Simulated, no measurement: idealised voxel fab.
Name of the process module below: voxel self aligned contacts
Section cut is 230 nm wide and gridded with 5 nm square cells.
For the purposes of this document, a cross-section shall be understood as a grid of square cells, specified as bands listed in top-to-bottom order, each band consisting of one or more rows of cells.
Within each band entry, the heights of the top and of the bottom of the band appear first, in that order and in nm; the materials of the band then follow from left to right, each with its corresponding width in nm. The designation "all across" on a single material indicates that it fills the band from edge to edge; the designation "empty" indicates empty space.
Basically, 0 is our baseline, since under it the wafer straight out of the box is all one material. The bottom band has no lower end and keeps on going down, so it looks like "top 0, no bottom".
You'd read "30 to 40" like this: the band's top row of cells is as wide as the first number, its bottom row is as wide as the second, and going down, every row changes width by the same amount as the row before did.
"nothing changed" for a step: no cell of the cross-section changed in that step.
Closed empty spaces (no open way to the top) of 8 cells or more are what "Fully closed voids" lists, each as width x height at distance from the left edge, nm for all three.
Formally, on a step line, whatever follows the settings is a remark that the simulator itself makes on the step.
overlay nm: step with mask; distance mask lay right of planned place; negative value = left of planned place.
For the reader: what remains of this document is a series of pairs, each showing a cross-section before one process step and a cross-section after that step which reaches down only to the lowest band that changed, with the step between them and its settings set out under the pair. It should not be assumed that a pair continues from the pair above it; the pairs can come from different runs of this module on the same starting wafer, and such continuity exists only where the entry headed "Pre-step profile" says so.

-- Pre-step profile
	top 50, bottom 25 = SiN 65  empty 25  SiN 45  empty 25  SiN 70
	top 25, bottom 5 = polySi 60  SiN 5  empty 25  SiN 5  polySi 35  SiN 5  empty 25  SiN 5  polySi 65
	top 5, bottom 0 = polySi 60  SiN 35  polySi 35  SiN 35  polySi 65
	top 0, bottom -5 = SiO2 all across
	top -5, no bottom = Si all across
	Fully closed voids: none

-- Section, Post-Step
	top 45, bottom 25 = SiN 65  empty 25  SiN 45  empty 25  SiN 70
	top 25, bottom 0 = polySi 60  SiN 5  empty 25  SiN 5  polySi 35  SiN 5  empty 25  SiN 5  polySi 65
	No changes below 0.
	Fully closed voids: none
The transition between the preceding cross-sections is accomplished by DIRECTIONAL_ETCH [etch materials SiN] [depth nm 5]

Pre-step profile: as shown after the step in the preceding pair, directly above.

-- Section, Post-Step
	top 60, bottom 45 = SiO2 all across
	top 45, bottom 25 = SiN 65  SiO2 25  SiN 45  SiO2 25  SiN 70
	top 25, bottom 0 = polySi 60  SiN 5  SiO2 25  SiN 5  polySi 35  SiN 5  SiO2 25  SiN 5  polySi 65
	No changes below 0.
	Fully closed voids: none
The transition between the preceding cross-sections is accomplished by FILL_DEP [material SiO2] [thk nm 15]

Pre-step profile: as shown after the step in the preceding pair, directly above.

-- Section, Post-Step
	top 50, bottom 45 = SiO2 all across
	No changes below 45.
	Fully closed voids: none
The transition between the preceding cross-sections is accomplished by CMP [height nm 50]

Pre-step profile: as shown after the step in the preceding pair, directly above.

-- Section, Post-Step
	top 50, bottom 45 = SiO2 85  empty 55  SiO2 90
	top 45, bottom 25 = SiN 65  SiO2 20  empty 5  SiN 45  empty 5  SiO2 20  SiN 70
	top 25, bottom 0 = polySi 60  SiN 5  SiO2 20  empty 5  SiN 5  polySi 35  SiN 5  empty 5  SiO2 20  SiN 5  polySi 65
	top 0, bottom -5 = SiO2 85  empty 5  SiO2 45  empty 5  SiO2 90
	No changes below -5.
	Fully closed voids: none
The transition between the preceding cross-sections is accomplished by MASKED_ETCH [tone open] [mask id CONTACT] [width nm 55] [etch materials SiO2] [depth nm 55] [overlay nm 0]

Pre-step profile: as shown after the step in the preceding pair, directly above.

-- Section, Post-Step
	top 55, bottom 50 = TiN 90  empty 45  TiN 95
	top 50, bottom 45 = SiO2 85  TiN 55  SiO2 90
	top 45, bottom 25 = SiN 65  SiO2 20  TiN 5  SiN 45  TiN 5  SiO2 20  SiN 70
	top 25, bottom 0 = polySi 60  SiN 5  SiO2 20  TiN 5  SiN 5  polySi 35  SiN 5  TiN 5  SiO2 20  SiN 5  polySi 65
	top 0, bottom -5 = SiO2 85  TiN 5  SiO2 45  TiN 5  SiO2 90
	No changes below -5.
	Fully closed voids: none
The transition between the preceding cross-sections is accomplished by CONFORMAL_DEP [material TiN] [thk nm 5]

Pre-step profile: as shown after the step in the preceding pair, directly above.

-- Section, Post-Step
	top 65, bottom 55 = Ru all across
	top 55, bottom 50 = TiN 90  Ru 45  TiN 95
	No changes below 50.
	Fully closed voids: none
The transition between the preceding cross-sections is accomplished by FILL_DEP [material Ru] [thk nm 10]

Pre-step profile: as shown after the step in the preceding pair, directly above.

-- Section, Post-Step
	top 50, bottom 45 = SiO2 85  TiN 55  SiO2 90
	No changes below 45.
	Fully closed voids: none
The transition between the preceding cross-sections is accomplished by CMP [height nm 50]

Pre-step profile: as shown after the step in the preceding pair, directly above.

-- Section, Post-Step
	top 55, bottom 50 = SiCN all across
	No changes below 50.
	Fully closed voids: none
The transition between the preceding cross-sections is accomplished by CONFORMAL_DEP [material SiCN] [thk nm 5]
